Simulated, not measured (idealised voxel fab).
Name of the process module below: voxel ribs on slabs
This is section cut - it's 190 nm across, gridded in 5 nm square cells.
Reading order for cross-sections: top band down to bottom band. Underlying form: a grid of square cells. Band size: one or more rows of cells. Band: top height; bottom height; in nm. Then, left to right: material with width in nm, for each material. "full width": a single material spanning edge to edge. "empty": empty space. Height datum 0, below which the as-received substrate wafer is one material. Lowest band open at the bottom, running downward: "0 down". Width "30..40": first value at the band's top row of cells, second value at its bottom row, equal change from row to row. A step reported as "nothing changed" is a step in which no cell of the cross-section changed. The entry "Enclosed void catalog" lists the empty spaces that cover at least 8 cells and have no open path to the top. Each is written as width x height at distance, where the distance is measured from the left edge and all three values are in nm. after a step's settings: what the simulator itself notes on the step. For masked steps, "overlay nm" on the step line gives how far right of plan the mask actually lay; a minus sign means it lay to the left.
[Process steps (planned)]
1 RECEIVE [material Si]
2 DIRECTIONAL_DEP [material SiO2] [thk nm 20]
3 DIRECTIONAL_DEP [material polySi] [thk nm 25]
4 DIRECTIONAL_DEP [material aC] [thk nm 10]
5 PATTERN [tone cover] [mask id RIB] [material resist] [width nm 25] [thk nm 25] [overlay nm 0]
6 DIRECTIONAL_ETCH [etch materials aC] [depth nm 10]
7 STRIP [etch materials resist]
8 DIRECTIONAL_ETCH [etch materials polySi] [depth nm 10]
9 STRIP [etch materials aC]
10 PATTERN [tone cover] [mask id SLAB] [material resist] [width nm 75] [thk nm 20] [overlay nm 0]
11 DIRECTIONAL_ETCH [etch materials polySi] [depth nm 15]
12 STRIP [etch materials resist]
13 FILL_DEP [material SiO2] [thk nm 25]
14 CMP [height nm 65]
15 DIRECTIONAL_DEP [material W] [thk nm 5]
16 MASKED_ETCH [tone cover] [mask id HEATER] [width nm 35] [etch materials W] [depth nm 5] [overlay nm 0]
17 CONFORMAL_DEP [material SiN] [thk nm 5]
[Incoming wafer, cross-sectional view, post step 1]
	0 down: Si full width
	Enclosed void catalog: none
[Sectioned view, first of two wafers, at the close of the module, processed as intended in the plan]
	75 to 70: empty (70), then SiN (45), then empty (75)
	70 to 65: SiN (75), then W (35), then SiN (80)
	65 to 45: SiO2 full width
	45 to 35: SiO2 (80), then polySi (25), then SiO2 (85)
	35 to 20: SiO2 (55), then polySi (75), then SiO2 (60)
	20 to 0: SiO2 full width
	0 down: Si full width
	Enclosed void catalog: none
[Wafer two, end of module, cross-section. Same start, same plan as wafer one. One mistake in the run]
	75 to 70: empty (70), then SiN (45), then empty (75)
	70 to 65: SiN (75), then W (35), then SiN (80)
	65 to 45: SiO2 full width
	45 to 35: SiO2 (80), then polySi (25), then SiO2 (85)
	35 to 20: SiO2 (60), then polySi (75), then SiO2 (55)
	20 to 0: SiO2 full width
	0 down: Si full width
	Enclosed void catalog: none
In executing the process, a mistake was made relative to the plan: step 10 was processed under conditions differing from the plan, specifically as PATTERN [tone cover] [mask id SLAB] [material resist] [width nm 75] [thk nm 20] [overlay nm 5]
At the end, each material covers as many cells on the second wafer as it does on the first, though the cells it covers are elsewhere.
